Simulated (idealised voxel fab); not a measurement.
process module | voxel wiring stack
cross-section cut | 270 nm wide | cells 5 nm
A cross-section is a grid of square cells, given in bands from the top down. A band is one or more rows of cells.
Each band's line starts with the height of the band's top and of its bottom, in nm. Then come its materials from left to right, each with its width in nm. One material with "throughout" fills the band from edge to edge. "air" is empty space.
Height 0 is the level under which the wafer as received is all one material. The lowest band goes on downwards, as in "0 down".
A width such as "30 to 40" changes by the same amount from each row of cells to the next, from the band's top row to its bottom row.
"no change" after a step means that no cell of the cross-section changed.
closed voids: empty space of 8 cells or more with no open way to the top, each as width x height at its distance from the left edge, in nm
after a step's settings: what the simulator itself notes on the step
overlay nm, on a step with a mask: how far to the right of its planned place the mask lay; to the left if negative
Each pair below shows a cross-section before one step and the cross-section after it, down to the lowest band that changed. The line under each pair gives the step between them, with its settings. The pairs can come from different runs of this module on the same starting wafer, so a pair continues from the pair above only where its "before" says so.
before
  175 to 155: resist 55 | air 20 | resist 25 | air 20 | resist 25 | air 20 | resist 25 | air 20 | resist 60
  155 to 135: SiO2 55 | air 20 | SiO2 25 | air 20 | SiO2 25 | air 20 | SiO2 25 | air 20 | SiO2 60
  135 to 130: SiCN throughout
  130 to 120: SiO2 55 | Ru 15 | SiO2 30 | Ru 15 | SiO2 30 | Ru 15 | SiO2 30 | Ru 15 | SiO2 65
  120 to 115: SiCN 55 | Ru 15 | SiCN 30 | Ru 15 | SiCN 30 | Ru 15 | SiCN 30 | Ru 15 | SiCN 65
  115 to 105: lowk 55 | TiN 5 | Ru 10 | TiN 5 | lowk 25 | TiN 5 | Ru 10 | TiN 5 | lowk 25 | TiN 5 | Ru 10 | TiN 5 | lowk 25 | TiN 5 | Ru 10 | TiN 5 | lowk 60
  105 to 100: lowk 55 | TiN 5 | Ru 5 | TiN 10 | lowk 25 | TiN 20 | lowk 25 | TiN 5 | Ru 5 | TiN 10 | lowk 25 | TiN 20 | lowk 60
  100 to 90: lowk 55 | TiN 5 | Ru 5 | TiN 5 | lowk 75 | TiN 5 | Ru 5 | TiN 5 | lowk 110
  90 to 85: SiCN 55 | TiN 15 | SiCN 75 | TiN 15 | SiCN 110
  85 to 80: TiN 60 | W 10 | TiN 35 | W 10 | TiN 35 | W 10 | TiN 35 | W 10 | TiN 65
  80 to 60: lowk 55 | TiN 5 | W 10 | TiN 5 | lowk 25 | TiN 5 | W 10 | TiN 5 | lowk 25 | TiN 5 | W 10 | TiN 5 | lowk 25 | TiN 5 | W 10 | TiN 5 | lowk 60
  60 to 55: SiCN 55 | TiN 20 | SiCN 25 | TiN 20 | SiCN 25 | TiN 20 | SiCN 25 | TiN 20 | SiCN 60
  55 to 45: lowk 55 | TiN 5 | Ru 5 | TiN 5 | lowk 75 | TiN 5 | Ru 5 | TiN 5 | lowk 110
  45 to 40: SiCN 55 | TiN 15 | SiCN 75 | TiN 15 | SiCN 110
  40 to 15: SiO2 50 | SiCN 5 | Ru 20 | SiCN 5 | SiO2 15 | SiCN 5 | Ru 20 | SiCN 5 | SiO2 15 | SiCN 5 | Ru 20 | SiCN 5 | SiO2 15 | SiCN 5 | Ru 20 | SiCN 5 | SiO2 55
  15 to 10: SiCN 55 | TiN 20 | SiCN 25 | TiN 20 | SiCN 25 | TiN 20 | SiCN 25 | TiN 20 | SiCN 60
  10 to 0: SiO2 throughout
  0 down: Si throughout
  closed voids: none
after
  175 to 155: resist 55 | air 20 | resist 25 | air 20 | resist 25 | air 20 | resist 25 | air 20 | resist 60
  155 to 135: SiO2 55 | air 20 | SiO2 25 | air 20 | SiO2 25 | air 20 | SiO2 25 | air 20 | SiO2 60
  135 to 130: SiCN 55 | air 20 | SiCN 25 | air 20 | SiCN 25 | air 20 | SiCN 25 | air 20 | SiCN 60
  below 130: unchanged
  closed voids: none
the step between: op DIRECTIONAL_ETCH | etch materials SiCN | depth nm 5
before: the cross-section after the pair above
after
  155 to 135: SiO2 55 | air 20 | SiO2 25 | air 20 | SiO2 25 | air 20 | SiO2 25 | air 20 | SiO2 60
  below 135: unchanged
  closed voids: none
the step between: op STRIP | etch materials resist
before: the cross-section after the pair above
after
  160 to 155: TiN 60 | air 10 | TiN 35 | air 10 | TiN 35 | air 10 | TiN 35 | air 10 | TiN 65
  155 to 135: SiO2 55 | TiN 5 | air 10 | TiN 5 | SiO2 25 | TiN 5 | air 10 | TiN 5 | SiO2 25 | TiN 5 | air 10 | TiN 5 | SiO2 25 | TiN 5 | air 10 | TiN 5 | SiO2 60
  135 to 130: SiCN 55 | TiN 20 | SiCN 25 | TiN 20 | SiCN 25 | TiN 20 | SiCN 25 | TiN 20 | SiCN 60
  below 130: unchanged
  closed voids: none
the step between: op CONFORMAL_DEP | material TiN | thk nm 5
before: the cross-section after the pair above
after
  165 to 160: W throughout
  160 to 155: TiN 60 | W 10 | TiN 35 | W 10 | TiN 35 | W 10 | TiN 35 | W 10 | TiN 65
  155 to 135: SiO2 55 | TiN 5 | W 10 | TiN 5 | SiO2 25 | TiN 5 | W 10 | TiN 5 | SiO2 25 | TiN 5 | W 10 | TiN 5 | SiO2 25 | TiN 5 | W 10 | TiN 5 | SiO2 60
  below 135: unchanged
  closed voids: none
the step between: op FILL_DEP | material W | thk nm 5
before: the cross-section after the pair above
after
  155 to 135: SiO2 55 | TiN 5 | W 10 | TiN 5 | SiO2 25 | TiN 5 | W 10 | TiN 5 | SiO2 25 | TiN 5 | W 10 | TiN 5 | SiO2 25 | TiN 5 | W 10 | TiN 5 | SiO2 60
  below 135: unchanged
  closed voids: none
the step between: op CMP | height nm 155
before: the cross-section after the pair above
after
  160 to 155: SiCN throughout
  below 155: unchanged
  closed voids: none
the step between: op CONFORMAL_DEP | material SiCN | thk nm 5
before
  125 to 115: aC 55 | air 20 | aC 25 | air 20 | aC 25 | air 20 | aC 25 | air 20 | aC 60
  115 to 105: lowk 55 | air 20 | lowk 25 | air 20 | lowk 25 | air 20 | lowk 25 | air 20 | lowk 60
  105 to 95: lowk 55 | aC 20 | lowk 25 | aC 20 | lowk 25 | aC 20 | lowk 25 | aC 20 | lowk 60
  95 to 85: lowk throughout
  85 to 80: SiCN throughout
  80 to 60: lowk 55 | TiN 5 | W 10 | TiN 5 | lowk 25 | TiN 5 | W 10 | TiN 5 | lowk 25 | TiN 5 | W 10 | TiN 5 | lowk 25 | TiN 5 | W 10 | TiN 5 | lowk 60
  60 to 55: SiCN 55 | TiN 20 | SiCN 25 | TiN 20 | SiCN 25 | TiN 20 | SiCN 25 | TiN 20 | SiCN 60
  55 to 45: lowk 55 | TiN 5 | Ru 5 | TiN 5 | lowk 75 | TiN 5 | Ru 5 | TiN 5 | lowk 110
  45 to 40: SiCN 55 | TiN 15 | SiCN 75 | TiN 15 | SiCN 110
  40 to 15: SiO2 50 | SiCN 5 | Ru 20 | SiCN 5 | SiO2 15 | SiCN 5 | Ru 20 | SiCN 5 | SiO2 15 | SiCN 5 | Ru 20 | SiCN 5 | SiO2 15 | SiCN 5 | Ru 20 | SiCN 5 | SiO2 55
  15 to 10: SiCN 55 | TiN 20 | SiCN 25 | TiN 20 | SiCN 25 | TiN 20 | SiCN 25 | TiN 20 | SiCN 60
  10 to 0: SiO2 throughout
  0 down: Si throughout
  closed voids: none
after
  155 to 125: resist 55 | air 20 | resist 70 | air 20 | resist 105
  125 to 115: aC 55 | air 20 | aC 25 | resist 20 | aC 25 | air 20 | aC 25 | resist 20 | aC 60
  115 to 105: lowk 55 | air 20 | lowk 25 | resist 20 | lowk 25 | air 20 | lowk 25 | resist 20 | lowk 60
  below 105: unchanged
  closed voids: none
the step between: op PATTERN | tone open | mask id METAL_3_HOLES | material resist | width nm 20 | pitch nm 90 | thk nm 30 | overlay nm 0
before: the cross-section after the pair above
after
  145 to 125: resist 55 | air 20 | resist 70 | air 20 | resist 105
  125 to 115: aC 55 | air 20 | aC 25 | resist 20 | aC 25 | air 20 | aC 25 | resist 20 | aC 60
  115 to 105: lowk 55 | air 20 | lowk 25 | resist 20 | lowk 25 | air 20 | lowk 25 | resist 20 | lowk 60
  105 to 95: lowk 55 | air 20 | lowk 25 | aC 20 | lowk 25 | air 20 | lowk 25 | aC 20 | lowk 60
  below 95: unchanged
  closed voids: none
the step between: op DIRECTIONAL_ETCH | etch materials aC | depth nm 10
before: the cross-section after the pair above
after
  125 to 115: aC 55 | air 20 | aC 25 | air 20 | aC 25 | air 20 | aC 25 | air 20 | aC 60
  115 to 105: lowk 55 | air 20 | lowk 25 | air 20 | lowk 25 | air 20 | lowk 25 | air 20 | lowk 60
  below 105: unchanged
  closed voids: none
the step between: op STRIP | etch materials resist
before: the cross-section after the pair above
after
  125 to 115: aC 55 | air 20 | aC 25 | air 20 | aC 25 | air 20 | aC 25 | air 20 | aC 60
  115 to 105: lowk 55 | air 20 | lowk 25 | air 20 | lowk 25 | air 20 | lowk 25 | air 20 | lowk 60
  105 to 95: lowk 55 | air 20 | lowk 25 | aC 20 | lowk 25 | air 20 | lowk 25 | aC 20 | lowk 60
  95 to 85: lowk 55 | air 20 | lowk 70 | air 20 | lowk 105
  below 85: unchanged
  closed voids: none
the step between: op DIRECTIONAL_ETCH | etch materials lowk | depth nm 10
before: the cross-section after the pair above
after
  125 to 115: aC 55 | air 20 | aC 25 | air 20 | aC 25 | air 20 | aC 25 | air 20 | aC 60
  115 to 105: lowk 55 | air 20 | lowk 25 | air 20 | lowk 25 | air 20 | lowk 25 | air 20 | lowk 60
  105 to 95: lowk 55 | air 20 | lowk 25 | aC 20 | lowk 25 | air 20 | lowk 25 | aC 20 | lowk 60
  95 to 85: lowk 55 | air 20 | lowk 70 | air 20 | lowk 105
  85 to 80: SiCN 55 | air 20 | SiCN 70 | air 20 | SiCN 105
  below 80: unchanged
  closed voids: none
the step between: op DIRECTIONAL_ETCH | etch materials SiCN | depth nm 5
before: the cross-section after the pair above
after
  115 to 95: lowk 55 | air 20 | lowk 25 | air 20 | lowk 25 | air 20 | lowk 25 | air 20 | lowk 60
  below 95: unchanged
  closed voids: none
the step between: op STRIP | etch materials aC
before: the cross-section after the pair above
after
  120 to 115: TiN 60 | air 10 | TiN 35 | air 10 | TiN 35 | air 10 | TiN 35 | air 10 | TiN 65
  115 to 100: lowk 55 | TiN 5 | air 10 | TiN 5 | lowk 25 | TiN 5 | air 10 | TiN 5 | lowk 25 | TiN 5 | air 10 | TiN 5 | lowk 25 | TiN 5 | air 10 | TiN 5 | lowk 60
  100 to 95: lowk 55 | TiN 5 | air 10 | TiN 5 | lowk 25 | TiN 20 | lowk 25 | TiN 5 | air 10 | TiN 5 | lowk 25 | TiN 20 | lowk 60
  95 to 85: lowk 55 | TiN 5 | air 10 | TiN 5 | lowk 70 | TiN 5 | air 10 | TiN 5 | lowk 105
  85 to 80: SiCN 55 | TiN 20 | SiCN 70 | TiN 20 | SiCN 105
  below 80: unchanged
  closed voids: none
the step between: op CONFORMAL_DEP | material TiN | thk nm 5
before: the cross-section after the pair above
after
  130 to 120: Ru throughout
  120 to 115: TiN 60 | Ru 10 | TiN 35 | Ru 10 | TiN 35 | Ru 10 | TiN 35 | Ru 10 | TiN 65
  115 to 100: lowk 55 | TiN 5 | Ru 10 | TiN 5 | lowk 25 | TiN 5 | Ru 10 | TiN 5 | lowk 25 | TiN 5 | Ru 10 | TiN 5 | lowk 25 | TiN 5 | Ru 10 | TiN 5 | lowk 60
  100 to 95: lowk 55 | TiN 5 | Ru 10 | TiN 5 | lowk 25 | TiN 20 | lowk 25 | TiN 5 | Ru 10 | TiN 5 | lowk 25 | TiN 20 | lowk 60
  95 to 85: lowk 55 | TiN 5 | Ru 10 | TiN 5 | lowk 70 | TiN 5 | Ru 10 | TiN 5 | lowk 105
  below 85: unchanged
  closed voids: none
the step between: op FILL_DEP | material Ru | thk nm 10
before: the cross-section after the pair above
after
  115 to 100: lowk 55 | TiN 5 | Ru 10 | TiN 5 | lowk 25 | TiN 5 | Ru 10 | TiN 5 | lowk 25 | TiN 5 | Ru 10 | TiN 5 | lowk 25 | TiN 5 | Ru 10 | TiN 5 | lowk 60
  below 100: unchanged
  closed voids: none
the step between: op CMP | height nm 115
before: the cross-section after the pair above
after
  120 to 115: SiCN throughout
  below 115: unchanged
  closed voids: none
the step between: op CONFORMAL_DEP | material SiCN | thk nm 5
before: the cross-section after the pair above
after
  130 to 120: SiO2 throughout
  below 120: unchanged
  closed voids: none
the step between: op DIRECTIONAL_DEP | material SiO2 | thk nm 10
before: the cross-section after the pair above
after
  145 to 130: aC throughout
  below 130: unchanged
  closed voids: none
the step between: op DIRECTIONAL_DEP | material aC | thk nm 15
before: the cross-section after the pair above
after
  180 to 145: resist 55 | air 15 | resist 30 | air 15 | resist 30 | air 15 | resist 30 | air 15 | resist 65
  below 145: unchanged
  closed voids: none
the step between: op PATTERN | tone open | mask id PLUG_3 | material resist | width nm 15 | pitch nm 45 | thk nm 35 | overlay nm 0
before: the cross-section after the pair above
after
  165 to 145: resist 55 | air 15 | resist 30 | air 15 | resist 30 | air 15 | resist 30 | air 15 | resist 65
  145 to 130: aC 55 | air 15 | aC 30 | air 15 | aC 30 | air 15 | aC 30 | air 15 | aC 65
  below 130: unchanged
  closed voids: none
the step between: op DIRECTIONAL_ETCH | etch materials aC | depth nm 15
before: the cross-section after the pair above
after
  145 to 130: aC 55 | air 15 | aC 30 | air 15 | aC 30 | air 15 | aC 30 | air 15 | aC 65
  below 130: unchanged
  closed voids: none
the step between: op STRIP | etch materials resist
before: the cross-section after the pair above
after
  145 to 130: aC 55 | air 15 | aC 30 | air 15 | aC 30 | air 15 | aC 30 | air 15 | aC 65
  130 to 120: SiO2 55 | air 15 | SiO2 30 | air 15 | SiO2 30 | air 15 | SiO2 30 | air 15 | SiO2 65
  below 120: unchanged
  closed voids: none
the step between: op DIRECTIONAL_ETCH | etch materials SiO2 | depth nm 10
before: the cross-section after the pair above
after
  145 to 130: aC 55 | air 15 | aC 30 | air 15 | aC 30 | air 15 | aC 30 | air 15 | aC 65
  130 to 120: SiO2 55 | air 15 | SiO2 30 | air 15 | SiO2 30 | air 15 | SiO2 30 | air 15 | SiO2 65
  120 to 115: SiCN 55 | air 15 | SiCN 30 | air 15 | SiCN 30 | air 15 | SiCN 30 | air 15 | SiCN 65
  below 115: unchanged
  closed voids: none
the step between: op DIRECTIONAL_ETCH | etch materials SiCN | depth nm 5
before: the cross-section after the pair above
after
  130 to 120: SiO2 55 | air 15 | SiO2 30 | air 15 | SiO2 30 | air 15 | SiO2 30 | air 15 | SiO2 65
  below 120: unchanged
  closed voids: none
the step between: op STRIP | etch materials aC
before: the cross-section after the pair above
after
  130 to 125: SiO2 55 | air 15 | SiO2 30 | air 15 | SiO2 30 | air 15 | SiO2 30 | air 15 | SiO2 65
  125 to 120: SiO2 55 | Ru 15 | SiO2 30 | Ru 15 | SiO2 30 | Ru 15 | SiO2 30 | Ru 15 | SiO2 65
  120 to 115: SiCN 55 | Ru 15 | SiCN 30 | Ru 15 | SiCN 30 | Ru 15 | SiCN 30 | Ru 15 | SiCN 65
  below 115: unchanged
  closed voids: none
the step between: op EPI | material Ru | thk nm 10
before: the cross-section after the pair above
after
  130 to 120: SiO2 55 | Ru 15 | SiO2 30 | Ru 15 | SiO2 30 | Ru 15 | SiO2 30 | Ru 15 | SiO2 65
  below 120: unchanged
  closed voids: none
the step between: op EPI | material Ru | thk nm 5
before: the cross-section after the pair above
after
  135 to 130: SiCN throughout
  below 130: unchanged
  closed voids: none
the step between: op CONFORMAL_DEP | material SiCN | thk nm 5
before: the cross-section after the pair above
after
  155 to 135: SiO2 throughout
  below 135: unchanged
  closed voids: none
the step between: op DIRECTIONAL_DEP | material SiO2 | thk nm 20
before: the cross-section after the pair above
after
  175 to 155: resist 55 | air 20 | resist 25 | air 20 | resist 25 | air 20 | resist 25 | air 20 | resist 60
  below 155: unchanged
  closed voids: none
the step between: op PATTERN | tone open | mask id METAL_4 | material resist | width nm 20 | pitch nm 45 | thk nm 20 | overlay nm 0
before: the cross-section after the pair above
after
  175 to 155: resist 55 | air 20 | resist 25 | air 20 | resist 25 | air 20 | resist 25 | air 20 | resist 60
  155 to 135: SiO2 55 | air 20 | SiO2 25 | air 20 | SiO2 25 | air 20 | SiO2 25 | air 20 | SiO2 60
  below 135: unchanged
  closed voids: none
the step between: op DIRECTIONAL_ETCH | etch materials SiO2 | depth nm 20
before: the cross-section after the pair above
after
  175 to 155: resist 55 | air 20 | resist 25 | air 20 | resist 25 | air 20 | resist 25 | air 20 | resist 60
  155 to 135: SiO2 55 | air 20 | SiO2 25 | air 20 | SiO2 25 | air 20 | SiO2 25 | air 20 | SiO2 60
  135 to 130: SiCN 55 | air 20 | SiCN 25 | air 20 | SiCN 25 | air 20 | SiCN 25 | air 20 | SiCN 60
  below 130: unchanged
  closed voids: none
the step between: op DIRECTIONAL_ETCH | etch materials SiCN | depth nm 5
before: the cross-section after the pair above
after
  155 to 135: SiO2 55 | air 20 | SiO2 25 | air 20 | SiO2 25 | air 20 | SiO2 25 | air 20 | SiO2 60
  below 135: unchanged
  closed voids: none
the step between: op STRIP | etch materials resist
before: the cross-section after the pair above
after
  160 to 155: TiN 60 | air 10 | TiN 35 | air 10 | TiN 35 | air 10 | TiN 35 | air 10 | TiN 65
  155 to 135: SiO2 55 | TiN 5 | air 10 | TiN 5 | SiO2 25 | TiN 5 | air 10 | TiN 5 | SiO2 25 | TiN 5 | air 10 | TiN 5 | SiO2 25 | TiN 5 | air 10 | TiN 5 | SiO2 60
  135 to 130: SiCN 55 | TiN 20 | SiCN 25 | TiN 20 | SiCN 25 | TiN 20 | SiCN 25 | TiN 20 | SiCN 60
  below 130: unchanged
  closed voids: none
the step between: op CONFORMAL_DEP | material TiN | thk nm 5
before: the cross-section after the pair above
after
  165 to 160: W throughout
  160 to 155: TiN 60 | W 10 | TiN 35 | W 10 | TiN 35 | W 10 | TiN 35 | W 10 | TiN 65
  155 to 135: SiO2 55 | TiN 5 | W 10 | TiN 5 | SiO2 25 | TiN 5 | W 10 | TiN 5 | SiO2 25 | TiN 5 | W 10 | TiN 5 | SiO2 25 | TiN 5 | W 10 | TiN 5 | SiO2 60
  below 135: unchanged
  closed voids: none
the step between: op FILL_DEP | material W | thk nm 5
before: the cross-section after the pair above
after
  155 to 135: SiO2 55 | TiN 5 | W 10 | TiN 5 | SiO2 25 | TiN 5 | W 10 | TiN 5 | SiO2 25 | TiN 5 | W 10 | TiN 5 | SiO2 25 | TiN 5 | W 10 | TiN 5 | SiO2 60
  below 135: unchanged
  closed voids: none
the step between: op CMP | height nm 155
before: the cross-section after the pair above
after
  160 to 155: SiCN throughout
  below 155: unchanged
  closed voids: none
the step between: op CONFORMAL_DEP | material SiCN | thk nm 5
before
  145 to 130: aC throughout
  130 to 120: SiO2 throughout
  120 to 115: SiCN throughout
  115 to 100: lowk 55 | TiN 5 | Ru 10 | TiN 5 | lowk 25 | TiN 5 | Ru 10 | TiN 5 | lowk 25 | TiN 5 | Ru 10 | TiN 5 | lowk 25 | TiN 5 | Ru 10 | TiN 5 | lowk 60
  100 to 95: lowk 55 | TiN 5 | Ru 5 | TiN 10 | lowk 25 | TiN 20 | lowk 25 | TiN 5 | Ru 5 | TiN 10 | lowk 25 | TiN 20 | lowk 60
  95 to 85: lowk 55 | TiN 5 | Ru 5 | TiN 5 | lowk 75 | TiN 5 | Ru 5 | TiN 5 | lowk 110
  85 to 80: SiCN 55 | TiN 15 | SiCN 75 | TiN 15 | SiCN 110
  80 to 60: lowk 55 | TiN 5 | W 10 | TiN 5 | lowk 25 | TiN 5 | W 10 | TiN 5 | lowk 25 | TiN 5 | W 10 | TiN 5 | lowk 25 | TiN 5 | W 10 | TiN 5 | lowk 60
  60 to 55: SiCN 55 | TiN 20 | SiCN 25 | TiN 20 | SiCN 25 | TiN 20 | SiCN 25 | TiN 20 | SiCN 60
  55 to 45: lowk 55 | TiN 5 | Ru 5 | TiN 5 | lowk 75 | TiN 5 | Ru 5 | TiN 5 | lowk 110
  45 to 40: SiCN 55 | TiN 15 | SiCN 75 | TiN 15 | SiCN 110
  40 to 15: SiO2 50 | SiCN 5 | Ru 20 | SiCN 5 | SiO2 15 | SiCN 5 | Ru 20 | SiCN 5 | SiO2 15 | SiCN 5 | Ru 20 | SiCN 5 | SiO2 15 | SiCN 5 | Ru 20 | SiCN 5 | SiO2 55
  15 to 10: SiCN 55 | TiN 20 | SiCN 25 | TiN 20 | SiCN 25 | TiN 20 | SiCN 25 | TiN 20 | SiCN 60
  10 to 0: SiO2 throughout
  0 down: Si throughout
  closed voids: none
after
  180 to 145: resist 50 | air 15 | resist 30 | air 15 | resist 30 | air 15 | resist 30 | air 15 | resist 70
  below 145: unchanged
  closed voids: none
the step between: op PATTERN | tone open | mask id PLUG_3 | material resist | width nm 15 | pitch nm 45 | thk nm 35 | overlay nm -5
before: the cross-section after the pair above
after
  165 to 145: resist 50 | air 15 | resist 30 | air 15 | resist 30 | air 15 | resist 30 | air 15 | resist 70
  145 to 130: aC 50 | air 15 | aC 30 | air 15 | aC 30 | air 15 | aC 30 | air 15 | aC 70
  below 130: unchanged
  closed voids: none
the step between: op DIRECTIONAL_ETCH | etch materials aC | depth nm 15
before: the cross-section after the pair above
after
  145 to 130: aC 50 | air 15 | aC 30 | air 15 | aC 30 | air 15 | aC 30 | air 15 | aC 70
  below 130: unchanged
  closed voids: none
the step between: op STRIP | etch materials resist
before: the cross-section after the pair above
after
  145 to 130: aC 50 | air 15 | aC 30 | air 15 | aC 30 | air 15 | aC 30 | air 15 | aC 70
  130 to 120: SiO2 50 | air 15 | SiO2 30 | air 15 | SiO2 30 | air 15 | SiO2 30 | air 15 | SiO2 70
  below 120: unchanged
  closed voids: none
the step between: op DIRECTIONAL_ETCH | etch materials SiO2 | depth nm 10
before: the cross-section after the pair above
after
  145 to 130: aC 50 | air 15 | aC 30 | air 15 | aC 30 | air 15 | aC 30 | air 15 | aC 70
  130 to 120: SiO2 50 | air 15 | SiO2 30 | air 15 | SiO2 30 | air 15 | SiO2 30 | air 15 | SiO2 70
  120 to 115: SiCN 50 | air 15 | SiCN 30 | air 15 | SiCN 30 | air 15 | SiCN 30 | air 15 | SiCN 70
  below 115: unchanged
  closed voids: none
the step between: op DIRECTIONAL_ETCH | etch materials SiCN | depth nm 5
before: the cross-section after the pair above
after
  130 to 120: SiO2 50 | air 15 | SiO2 30 | air 15 | SiO2 30 | air 15 | SiO2 30 | air 15 | SiO2 70
  below 120: unchanged
  closed voids: none
the step between: op STRIP | etch materials aC
before: the cross-section after the pair above
after
  130 to 125: SiO2 50 | air 15 | SiO2 30 | air 15 | SiO2 30 | air 15 | SiO2 30 | air 15 | SiO2 70
  125 to 120: SiO2 50 | Ru 15 | SiO2 30 | Ru 15 | SiO2 30 | Ru 15 | SiO2 30 | Ru 15 | SiO2 70
  120 to 115: SiCN 50 | Ru 15 | SiCN 30 | Ru 15 | SiCN 30 | Ru 15 | SiCN 30 | Ru 15 | SiCN 70
  below 115: unchanged
  closed voids: none
the step between: op EPI | material Ru | thk nm 10
before: the cross-section after the pair above
after
  130 to 120: SiO2 50 | Ru 15 | SiO2 30 | Ru 15 | SiO2 30 | Ru 15 | SiO2 30 | Ru 15 | SiO2 70
  below 120: unchanged
  closed voids: none
the step between: op EPI | material Ru | thk nm 5
before: the cross-section after the pair above
after
  135 to 130: SiCN throughout
  below 130: unchanged
  closed voids: none
the step between: op CONFORMAL_DEP | material SiCN | thk nm 5
before: the cross-section after the pair above
after
  155 to 135: SiO2 throughout
  below 135: unchanged
  closed voids: none
the step between: op DIRECTIONAL_DEP | material SiO2 | thk nm 20
before: the cross-section after the pair above
after
  175 to 155: resist 55 | air 20 | resist 25 | air 20 | resist 25 | air 20 | resist 25 | air 20 | resist 60
  below 155: unchanged
  closed voids: none
the step between: op PATTERN | tone open | mask id METAL_4 | material resist | width nm 20 | pitch nm 45 | thk nm 20 | overlay nm 0
before: the cross-section after the pair above
after
  175 to 155: resist 55 | air 20 | resist 25 | air 20 | resist 25 | air 20 | resist 25 | air 20 | resist 60
  155 to 135: SiO2 55 | air 20 | SiO2 25 | air 20 | SiO2 25 | air 20 | SiO2 25 | air 20 | SiO2 60
  below 135: unchanged
  closed voids: none
the step between: op DIRECTIONAL_ETCH | etch materials SiO2 | depth nm 20
before: the cross-section after the pair above
after
  175 to 155: resist 55 | air 20 | resist 25 | air 20 | resist 25 | air 20 | resist 25 | air 20 | resist 60
  155 to 135: SiO2 55 | air 20 | SiO2 25 | air 20 | SiO2 25 | air 20 | SiO2 25 | air 20 | SiO2 60
  135 to 130: SiCN 55 | air 20 | SiCN 25 | air 20 | SiCN 25 | air 20 | SiCN 25 | air 20 | SiCN 60
  below 130: unchanged
  closed voids: none
the step between: op DIRECTIONAL_ETCH | etch materials SiCN | depth nm 5
before: the cross-section after the pair above
after
  155 to 135: SiO2 55 | air 20 | SiO2 25 | air 20 | SiO2 25 | air 20 | SiO2 25 | air 20 | SiO2 60
  below 135: unchanged
  closed voids: none
the step between: op STRIP | etch materials resist
before: the cross-section after the pair above
after
  160 to 155: TiN 60 | air 10 | TiN 35 | air 10 | TiN 35 | air 10 | TiN 35 | air 10 | TiN 65
  155 to 135: SiO2 55 | TiN 5 | air 10 | TiN 5 | SiO2 25 | TiN 5 | air 10 | TiN 5 | SiO2 25 | TiN 5 | air 10 | TiN 5 | SiO2 25 | TiN 5 | air 10 | TiN 5 | SiO2 60
  135 to 130: SiCN 55 | TiN 20 | SiCN 25 | TiN 20 | SiCN 25 | TiN 20 | SiCN 25 | TiN 20 | SiCN 60
  below 130: unchanged
  closed voids: none
the step between: op CONFORMAL_DEP | material TiN | thk nm 5
before: the cross-section after the pair above
after
  165 to 160: W throughout
  160 to 155: TiN 60 | W 10 | TiN 35 | W 10 | TiN 35 | W 10 | TiN 35 | W 10 | TiN 65
  155 to 135: SiO2 55 | TiN 5 | W 10 | TiN 5 | SiO2 25 | TiN 5 | W 10 | TiN 5 | SiO2 25 | TiN 5 | W 10 | TiN 5 | SiO2 25 | TiN 5 | W 10 | TiN 5 | SiO2 60
  below 135: unchanged
  closed voids: none
the step between: op FILL_DEP | material W | thk nm 5
before: the cross-section after the pair above
after
  155 to 135: SiO2 55 | TiN 5 | W 10 | TiN 5 | SiO2 25 | TiN 5 | W 10 | TiN 5 | SiO2 25 | TiN 5 | W 10 | TiN 5 | SiO2 25 | TiN 5 | W 10 | TiN 5 | SiO2 60
  below 135: unchanged
  closed voids: none
the step between: op CMP | height nm 155
before: the cross-section after the pair above
after
  160 to 155: SiCN throughout
  below 155: unchanged
  closed voids: none
the step between: op CONFORMAL_DEP | material SiCN | thk nm 5
before
  85 to 80: TiN 60 | air 10 | TiN 35 | air 10 | TiN 35 | air 10 | TiN 35 | air 10 | TiN 65
  80 to 60: lowk 55 | TiN 5 | air 10 | TiN 5 | lowk 25 | TiN 5 | air 10 | TiN 5 | lowk 25 | TiN 5 | air 10 | TiN 5 | lowk 25 | TiN 5 | air 10 | TiN 5 | lowk 60
  60 to 55: SiCN 55 | TiN 20 | SiCN 25 | TiN 20 | SiCN 25 | TiN 20 | SiCN 25 | TiN 20 | SiCN 60
  55 to 45: lowk 55 | TiN 5 | Ru 5 | TiN 5 | lowk 75 | TiN 5 | Ru 5 | TiN 5 | lowk 110
  45 to 40: SiCN 55 | TiN 15 | SiCN 75 | TiN 15 | SiCN 110
  40 to 15: SiO2 50 | SiCN 5 | Ru 20 | SiCN 5 | SiO2 15 | SiCN 5 | Ru 20 | SiCN 5 | SiO2 15 | SiCN 5 | Ru 20 | SiCN 5 | SiO2 15 | SiCN 5 | Ru 20 | SiCN 5 | SiO2 55
  15 to 10: SiCN 55 | TiN 20 | SiCN 25 | TiN 20 | SiCN 25 | TiN 20 | SiCN 25 | TiN 20 | SiCN 60
  10 to 0: SiO2 throughout
  0 down: Si throughout
  closed voids: none
after
  95 to 85: aC throughout
  85 to 80: TiN 60 | aC 10 | TiN 35 | aC 10 | TiN 35 | aC 10 | TiN 35 | aC 10 | TiN 65
  80 to 60: lowk 55 | TiN 5 | aC 10 | TiN 5 | lowk 25 | TiN 5 | aC 10 | TiN 5 | lowk 25 | TiN 5 | aC 10 | TiN 5 | lowk 25 | TiN 5 | aC 10 | TiN 5 | lowk 60
  below 60: unchanged
  closed voids: none
the step between: op FILL_DEP | material aC | thk nm 10
before: the cross-section after the pair above
after
  80 to 60: lowk 55 | TiN 5 | aC 10 | TiN 5 | lowk 25 | TiN 5 | aC 10 | TiN 5 | lowk 25 | TiN 5 | aC 10 | TiN 5 | lowk 25 | TiN 5 | aC 10 | TiN 5 | lowk 60
  below 60: unchanged
  closed voids: none
the step between: op CMP | height nm 80
before: the cross-section after the pair above
after
  85 to 80: SiCN throughout
  below 80: unchanged
  closed voids: none
the step between: op CONFORMAL_DEP | material SiCN | thk nm 5
before: the cross-section after the pair above
after
  115 to 85: lowk throughout
  below 85: unchanged
  closed voids: none
the step between: op DIRECTIONAL_DEP | material lowk | thk nm 30
before: the cross-section after the pair above
after
  125 to 115: aC throughout
  below 115: unchanged
  closed voids: none
the step between: op DIRECTIONAL_DEP | material aC | thk nm 10
before: the cross-section after the pair above
after
  155 to 125: resist 55 | air 20 | resist 25 | air 20 | resist 25 | air 20 | resist 25 | air 20 | resist 60
  below 125: unchanged
  closed voids: none
the step between: op PATTERN | tone open | mask id METAL_3 | material resist | width nm 20 | pitch nm 45 | thk nm 30 | overlay nm 0
before: the cross-section after the pair above
after
  145 to 125: resist 55 | air 20 | resist 25 | air 20 | resist 25 | air 20 | resist 25 | air 20 | resist 60
  125 to 115: aC 55 | air 20 | aC 25 | air 20 | aC 25 | air 20 | aC 25 | air 20 | aC 60
  below 115: unchanged
  closed voids: none
the step between: op DIRECTIONAL_ETCH | etch materials aC | depth nm 10
before: the cross-section after the pair above
after
  125 to 115: aC 55 | air 20 | aC 25 | air 20 | aC 25 | air 20 | aC 25 | air 20 | aC 60
  below 115: unchanged
  closed voids: none
the step between: op STRIP | etch materials resist
before: the cross-section after the pair above
after
  125 to 115: aC 55 | air 20 | aC 25 | air 20 | aC 25 | air 20 | aC 25 | air 20 | aC 60
  115 to 95: lowk 55 | air 20 | lowk 25 | air 20 | lowk 25 | air 20 | lowk 25 | air 20 | lowk 60
  below 95: unchanged
  closed voids: none
the step between: op DIRECTIONAL_ETCH | etch materials lowk | depth nm 20
